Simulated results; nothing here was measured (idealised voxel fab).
Process module heading - voxel plated lines
In the cross-section labelled cut, the width is 230 nm and each square cell is 5 nm.
A cross-section is a grid of square cells, given in bands from the top down. A band is one or more rows of cells.
Within each band entry, the heights of the top and of the bottom of the band appear first, in that order and in nm; the materials of the band then follow from left to right, each with its corresponding width in nm. The designation "everywhere" on a single material indicates that it fills the band from edge to edge; the designation "air" indicates empty space.
Height is counted from the level 0, under which the received wafer is composed throughout of one material. The lowest of the bands is not closed at the bottom but continues downward, in the notation "z 0 and below".
The width entry "30 to 40" should be interpreted row by row: the top row of cells in the band takes the first number, the bottom row takes the second number, and the change between adjacent rows is uniform throughout.
It should be understood that the words "no alteration", when stated for a given step, signify that the cross-section underwent no change in any of its cells during that step.
If an empty space has no open way to the top and is at least 8 cells in size, "Voids, enclosed" lists it, written width x height at distance, where distance is measured from the left edge and every value is in nm.
after a step's settings: what the simulator itself notes on the step
The optional step-line setting "overlay nm" applies to steps with a mask and quantifies how far to the right of its planned location the mask lay, a negative value indicating leftward placement.
THESE ARE THE STEPS WE PLANNED FOR THE PROCESS
step 1: RECEIVE [material Si]
step 2: CONFORMAL_DEP [material Al2O3] [thk nm 5]
step 3: DIRECTIONAL_DEP [material TiN] [thk nm 5]
step 4: PATTERN [tone open] [mask id LINES] [material resist] [width nm 20] [pitch nm 45] [thk nm 35] [overlay nm 0]
step 5: EPI [material Ru] [thk nm 10]
step 6: EPI [material Ru] [thk nm 5]
step 7: EPI [material Ru] [thk nm 5]
step 8: STRIP [etch materials resist]
step 9: DIRECTIONAL_ETCH [etch materials TiN] [depth nm 5]
step 10: CONFORMAL_DEP [material SiO2] [thk nm 5]
FIRST WAFER OF TWO (RUN AS PLANNED)
WAFER AS RECEIVED: CROSS-SECTION FOLLOWING STEP 1
> z 0 and below: Si everywhere
> Voids, enclosed: none
CROSS-SECTION: WAFER STATE AFTER STEP 2
> z 5 to 0: Al2O3 everywhere
> Whatever lies below 0 is exactly as it was before.
CROSS-SECTION: WAFER STATE AFTER STEP 3
> z 10 to 5: TiN everywhere
> Whatever lies below 5 is exactly as it was before.
CROSS-SECTION: WAFER STATE AFTER STEP 4
> z 45 to 10: resist=35 / air=20 / resist=25 / air=20 / resist=25 / air=20 / resist=25 / air=20 / resist=40
> Whatever lies below 10 is exactly as it was before.
CROSS-SECTION: WAFER STATE AFTER STEP 5
> z 45 to 20: resist=35 / air=20 / resist=25 / air=20 / resist=25 / air=20 / resist=25 / air=20 / resist=40
> z 20 to 10: resist=35 / Ru=20 / resist=25 / Ru=20 / resist=25 / Ru=20 / resist=25 / Ru=20 / resist=40
> Whatever lies below 10 is exactly as it was before.
CROSS-SECTION: WAFER STATE AFTER STEP 6
> z 45 to 25: resist=35 / air=20 / resist=25 / air=20 / resist=25 / air=20 / resist=25 / air=20 / resist=40
> z 25 to 10: resist=35 / Ru=20 / resist=25 / Ru=20 / resist=25 / Ru=20 / resist=25 / Ru=20 / resist=40
> Whatever lies below 10 is exactly as it was before.
CROSS-SECTION: WAFER STATE AFTER STEP 7
> z 45 to 30: resist=35 / air=20 / resist=25 / air=20 / resist=25 / air=20 / resist=25 / air=20 / resist=40
> z 30 to 10: resist=35 / Ru=20 / resist=25 / Ru=20 / resist=25 / Ru=20 / resist=25 / Ru=20 / resist=40
> Whatever lies below 10 is exactly as it was before.
CROSS-SECTION: WAFER STATE AFTER STEP 8
> z 30 to 10: air=35 / Ru=20 / air=25 / Ru=20 / air=25 / Ru=20 / air=25 / Ru=20 / air=40
> Whatever lies below 10 is exactly as it was before.
CROSS-SECTION: WAFER STATE AFTER STEP 9
> z 30 to 10: air=35 / Ru=20 / air=25 / Ru=20 / air=25 / Ru=20 / air=25 / Ru=20 / air=40
> z 10 to 5: air=35 / TiN=20 / air=25 / TiN=20 / air=25 / TiN=20 / air=25 / TiN=20 / air=40
> Whatever lies below 5 is exactly as it was before.
CROSS-SECTION: WAFER STATE AFTER STEP 10
> z 35 to 30: air=30 / SiO2=30 / air=15 / SiO2=30 / air=15 / SiO2=30 / air=15 / SiO2=30 / air=35
> z 30 to 10: air=30 / SiO2=5 / Ru=20 / SiO2=5 / air=15 / SiO2=5 / Ru=20 / SiO2=5 / air=15 / SiO2=5 / Ru=20 / SiO2=5 / air=15 / SiO2=5 / Ru=20 / SiO2=5 / air=35
> z 10 to 5: SiO2=35 / TiN=20 / SiO2=25 / TiN=20 / SiO2=25 / TiN=20 / SiO2=25 / TiN=20 / SiO2=40
> Whatever lies below 5 is exactly as it was before.
OKAY, SECOND WAFER. NOTHING DIFFERENT AT THE START, NOTHING DIFFERENT IN THE PLAN, JUST ONE MISTAKE SOMEWHERE IN THE RUNNING. AS FAR AS STEP 3, COUNTING THAT STEP, IT'S THE FIRST WAFER ALL OVER AGAIN
THE SECOND WAFER IN CROSS-SECTION, AT THE PLANNED CLOSE OF STEP 4
> z 20 to 10: Ru everywhere
> Whatever lies below 10 is exactly as it was before.
THE SECOND WAFER IN CROSS-SECTION, AT THE PLANNED CLOSE OF STEP 5
> z 55 to 20: resist=35 / air=20 / resist=25 / air=20 / resist=25 / air=20 / resist=25 / air=20 / resist=40
> Whatever lies below 20 is exactly as it was before.
THE SECOND WAFER IN CROSS-SECTION, AT THE PLANNED CLOSE OF STEP 6
> z 55 to 25: resist=35 / air=20 / resist=25 / air=20 / resist=25 / air=20 / resist=25 / air=20 / resist=40
> z 25 to 20: resist=35 / Ru=20 / resist=25 / Ru=20 / resist=25 / Ru=20 / resist=25 / Ru=20 / resist=40
> Whatever lies below 20 is exactly as it was before.
THE SECOND WAFER IN CROSS-SECTION, AT THE PLANNED CLOSE OF STEP 7
> z 55 to 30: resist=35 / air=20 / resist=25 / air=20 / resist=25 / air=20 / resist=25 / air=20 / resist=40
> z 30 to 20: resist=35 / Ru=20 / resist=25 / Ru=20 / resist=25 / Ru=20 / resist=25 / Ru=20 / resist=40
> Whatever lies below 20 is exactly as it was before.
THE SECOND WAFER IN CROSS-SECTION, AT THE PLANNED CLOSE OF STEP 8
> z 30 to 20: air=35 / Ru=20 / air=25 / Ru=20 / air=25 / Ru=20 / air=25 / Ru=20 / air=40
> Whatever lies below 20 is exactly as it was before.
The second wafer in cross-section, at the planned close of step 9: no alteration
THE SECOND WAFER IN CROSS-SECTION, AT THE PLANNED CLOSE OF STEP 10
> z 35 to 30: air=30 / SiO2=30 / air=15 / SiO2=30 / air=15 / SiO2=30 / air=15 / SiO2=30 / air=35
> z 30 to 25: air=30 / SiO2=5 / Ru=20 / SiO2=5 / air=15 / SiO2=5 / Ru=20 / SiO2=5 / air=15 / SiO2=5 / Ru=20 / SiO2=5 / air=15 / SiO2=5 / Ru=20 / SiO2=5 / air=35
> z 25 to 20: SiO2=35 / Ru=20 / SiO2=25 / Ru=20 / SiO2=25 / Ru=20 / SiO2=25 / Ru=20 / SiO2=40
> Whatever lies below 20 is exactly as it was before.
Against the plan, the run slipped here: sequence error: steps 4 and 5 interchanged
Cell-count delta at end, second wafer over first, by material: +60 Ru, -24 SiO2, +30 TiN
